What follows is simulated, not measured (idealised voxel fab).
voxel wiring stack: a process module
Section cut is 295 nm wide and gridded with 5 nm square cells.
Throughout this document, each cross-section is represented as a grid of square cells and is presented as a sequence of bands enumerated from the top downward, where a band comprises one or more rows of cells. The band entry comprises the height of the band's top followed by the height of its bottom, expressed in nm, and subsequently the band's materials from left to right, each stated together with its width in nm. Where a single material is marked with the word "everywhere", that material fills the band from edge to edge. The word "air" represents empty space. Note: height 0 marks the level under which the wafer is uniformly one material as received. Lowest band unbounded below, written "z 0 and below". Graded width ("30..40"): value in top row of band = first number; value in bottom row = second number; row-to-row change constant. The cross-section has no changed cell in any step marked "no change occurred". "Completely sealed voids" contains a list of empty spaces, each no smaller than 8 cells and without an open way to the top, written in the form width x height at distance with the distance from the left edge and all three in nm. The remark found on a step's line after its settings is issued by the simulator itself and pertains to that step. "overlay nm" on a masked step: distance the mask lay right of its planned place, negative for left.

**Here's what the planned process steps look like**
1. RECEIVE (material Si)
2. CONFORMAL_DEP (material SiO2; thk nm 10)
3. DIRECTIONAL_DEP (material TiN; thk nm 5)
4. DIRECTIONAL_DEP (material Ru; thk nm 15)
5. PATTERN (tone cover; mask id METAL_1; material resist; width nm 30; pitch nm 60; thk nm 20; overlay nm 0)
6. DIRECTIONAL_ETCH (etch materials Ru; depth nm 15)
7. DIRECTIONAL_ETCH (etch materials TiN; depth nm 5)
8. STRIP (etch materials resist)
9. FILL_DEP (material SiO2; thk nm 5)
10. CMP (height nm 30)
11. CONFORMAL_DEP (material SiCN; thk nm 5)
12. DIRECTIONAL_DEP (material SiO2; thk nm 20)
13. MASKED_ETCH (tone open; mask id PLUG_1; width nm 15; pitch nm 120; etch materials SiO2; depth nm 20; overlay nm 0)
14. MASKED_ETCH (tone open; mask id PLUG_1; width nm 15; pitch nm 120; etch materials SiCN; depth nm 5; overlay nm 0)
15. EPI (material Ru; thk nm 10)
16. EPI (material Ru; thk nm 10)
17. EPI (material Ru; thk nm 5)
18. DIRECTIONAL_DEP (material TiN; thk nm 5)
19. DIRECTIONAL_DEP (material Ru; thk nm 25)
20. MASKED_ETCH (tone cover; mask id METAL_2; width nm 30; pitch nm 60; etch materials Ru; depth nm 25; overlay nm 0)
21. MASKED_ETCH (tone cover; mask id METAL_2; width nm 30; pitch nm 60; etch materials TiN; depth nm 5; overlay nm 0)
22. CONFORMAL_DEP (material SiCN; thk nm 5)
23. FILL_DEP (material SiO2; thk nm 5)
24. CMP (height nm 85)
25. CONFORMAL_DEP (material SiCN; thk nm 5)

**as received, after step 1**
  z 0 and below  Si everywhere
  Completely sealed voids: none

**What the wafer looks like in cross-section after this module, when it starts as shown above and follows the plan above but one mistake is made in running it**
  z 90 to 85  SiCN everywhere
  z 85 to 60  SiO2 (35)  SiCN (5)  Ru (30)  SiCN (5)  SiO2 (20)  SiCN (5)  Ru (30)  SiCN (5)  SiO2 (20)  SiCN (5)  Ru (30)  SiCN (5)  SiO2 (20)  SiCN (5)  Ru (30)  SiCN (5)  SiO2 (40)
  z 60 to 55  SiCN (40)  TiN (30)  SiCN (30)  TiN (30)  SiCN (30)  TiN (30)  SiCN (30)  TiN (30)  SiCN (45)
  z 55 to 35  SiO2 (40)  Ru (15)  SiO2 (105)  Ru (15)  SiO2 (120)
  z 35 to 30  SiCN (40)  Ru (15)  SiCN (105)  Ru (15)  SiCN (120)
  z 30 to 15  SiO2 (40)  Ru (35)  SiO2 (25)  Ru (35)  SiO2 (25)  Ru (35)  SiO2 (25)  Ru (35)  SiO2 (40)
  z 15 to 10  SiO2 (40)  TiN (35)  SiO2 (25)  TiN (35)  SiO2 (25)  TiN (35)  SiO2 (25)  TiN (35)  SiO2 (40)
  z 10 to 0  SiO2 everywhere
  z 0 and below  Si everywhere
  Completely sealed voids: none
what went wrong: the process deviated at step 5: the operation and settings actually run there were PATTERN (tone cover; mask id METAL_1; material resist; width nm 35; pitch nm 60; thk nm 20; overlay nm 0)
